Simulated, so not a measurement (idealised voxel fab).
process module | voxel trench capacitor
cross-section cut | 210 nm wide | cells 5 nm
A cross-section is a grid of square cells, given in bands from the top down. A band is one or more rows of cells.
Each band's line starts with the height of the band's top and of its bottom, in nm. Then come its materials from left to right, each with its width in nm. One material with "throughout" fills the band from edge to edge. "air" is empty space.
Height 0 is the level under which the wafer as received is all one material. The lowest band goes on downwards, as in "0 down".
A width such as "30 to 40" changes by the same amount from each row of cells to the next, from the band's top row to its bottom row.
"no change" after a step means that no cell of the cross-section changed.
closed voids: empty space of 8 cells or more with no open way to the top, each as width x height at its distance from the left edge, in nm
after a step's settings: what the simulator itself notes on the step
overlay nm, on a step with a mask: how far to the right of its planned place the mask lay; to the left if negative
plan
1 op RECEIVE | material Si
2 op CONFORMAL_DEP | material SiN | thk nm 5
3 op MASKED_ETCH | tone open | mask id TRENCH | width nm 30 | pitch nm 60 | etch materials SiN | depth nm 5 | overlay nm 0
4 op MASKED_ETCH | tone open | mask id TRENCH | width nm 30 | pitch nm 60 | etch materials Si | depth nm 30 | overlay nm 0
5 op CONFORMAL_DEP | material Al2O3 | thk nm 5
6 op CONFORMAL_DEP | material TiN | thk nm 5
7 op FILL_DEP | material W | thk nm 10
8 op CMP | height nm 5
first wafer, as planned
as received, after step 1
  0 down: Si throughout
  closed voids: none
after step 2
  5 to 0: SiN throughout
  below 0: unchanged
after step 3
  5 to 0: SiN 30 | air 30 | SiN 30 | air 30 | SiN 30 | air 30 | SiN 30
  below 0: unchanged
after step 4
  5 to 0: SiN 30 | air 30 | SiN 30 | air 30 | SiN 30 | air 30 | SiN 30
  0 to -30: Si 30 | air 30 | Si 30 | air 30 | Si 30 | air 30 | Si 30
  below -30: unchanged
after step 5
  10 to 5: Al2O3 35 | air 20 | Al2O3 40 | air 20 | Al2O3 40 | air 20 | Al2O3 35
  5 to 0: SiN 30 | Al2O3 5 | air 20 | Al2O3 5 | SiN 30 | Al2O3 5 | air 20 | Al2O3 5 | SiN 30 | Al2O3 5 | air 20 | Al2O3 5 | SiN 30
  0 to -25: Si 30 | Al2O3 5 | air 20 | Al2O3 5 | Si 30 | Al2O3 5 | air 20 | Al2O3 5 | Si 30 | Al2O3 5 | air 20 | Al2O3 5 | Si 30
  -25 to -30: Si 30 | Al2O3 30 | Si 30 | Al2O3 30 | Si 30 | Al2O3 30 | Si 30
  below -30: unchanged
after step 6
  15 to 10: TiN 40 | air 10 | TiN 50 | air 10 | TiN 50 | air 10 | TiN 40
  10 to 5: Al2O3 35 | TiN 5 | air 10 | TiN 5 | Al2O3 40 | TiN 5 | air 10 | TiN 5 | Al2O3 40 | TiN 5 | air 10 | TiN 5 | Al2O3 35
  5 to 0: SiN 30 | Al2O3 5 | TiN 5 | air 10 | TiN 5 | Al2O3 5 | SiN 30 | Al2O3 5 | TiN 5 | air 10 | TiN 5 | Al2O3 5 | SiN 30 | Al2O3 5 | TiN 5 | air 10 | TiN 5 | Al2O3 5 | SiN 30
  0 to -20: Si 30 | Al2O3 5 | TiN 5 | air 10 | TiN 5 | Al2O3 5 | Si 30 | Al2O3 5 | TiN 5 | air 10 | TiN 5 | Al2O3 5 | Si 30 | Al2O3 5 | TiN 5 | air 10 | TiN 5 | Al2O3 5 | Si 30
  -20 to -25: Si 30 | Al2O3 5 | TiN 20 | Al2O3 5 | Si 30 | Al2O3 5 | TiN 20 | Al2O3 5 | Si 30 | Al2O3 5 | TiN 20 | Al2O3 5 | Si 30
  below -25: unchanged
after step 7
  25 to 15: W throughout
  15 to 10: TiN 40 | W 10 | TiN 50 | W 10 | TiN 50 | W 10 | TiN 40
  10 to 5: Al2O3 35 | TiN 5 | W 10 | TiN 5 | Al2O3 40 | TiN 5 | W 10 | TiN 5 | Al2O3 40 | TiN 5 | W 10 | TiN 5 | Al2O3 35
  5 to 0: SiN 30 | Al2O3 5 | TiN 5 | W 10 | TiN 5 | Al2O3 5 | SiN 30 | Al2O3 5 | TiN 5 | W 10 | TiN 5 | Al2O3 5 | SiN 30 | Al2O3 5 | TiN 5 | W 10 | TiN 5 | Al2O3 5 | SiN 30
  0 to -20: Si 30 | Al2O3 5 | TiN 5 | W 10 | TiN 5 | Al2O3 5 | Si 30 | Al2O3 5 | TiN 5 | W 10 | TiN 5 | Al2O3 5 | Si 30 | Al2O3 5 | TiN 5 | W 10 | TiN 5 | Al2O3 5 | Si 30
  below -20: unchanged
after step 8
  5 to 0: SiN 30 | Al2O3 5 | TiN 5 | W 10 | TiN 5 | Al2O3 5 | SiN 30 | Al2O3 5 | TiN 5 | W 10 | TiN 5 | Al2O3 5 | SiN 30 | Al2O3 5 | TiN 5 | W 10 | TiN 5 | Al2O3 5 | SiN 30
  below 0: unchanged
second wafer: like start, like plan, one mistake. Through step 7 it matches the first wafer
when step 8 should have ended
  -5 to -20: Si 30 | Al2O3 5 | TiN 5 | W 10 | TiN 5 | Al2O3 5 | Si 30 | Al2O3 5 | TiN 5 | W 10 | TiN 5 | Al2O3 5 | Si 30 | Al2O3 5 | TiN 5 | W 10 | TiN 5 | Al2O3 5 | Si 30
  below -20: unchanged
what went wrong: step 8 ran as: op CMP | height nm -5
at the end the second wafer has, in cells: 12 fewer of Al2O3 | 24 fewer of Si | 24 fewer of SiN | 12 fewer of TiN | 12 fewer of W
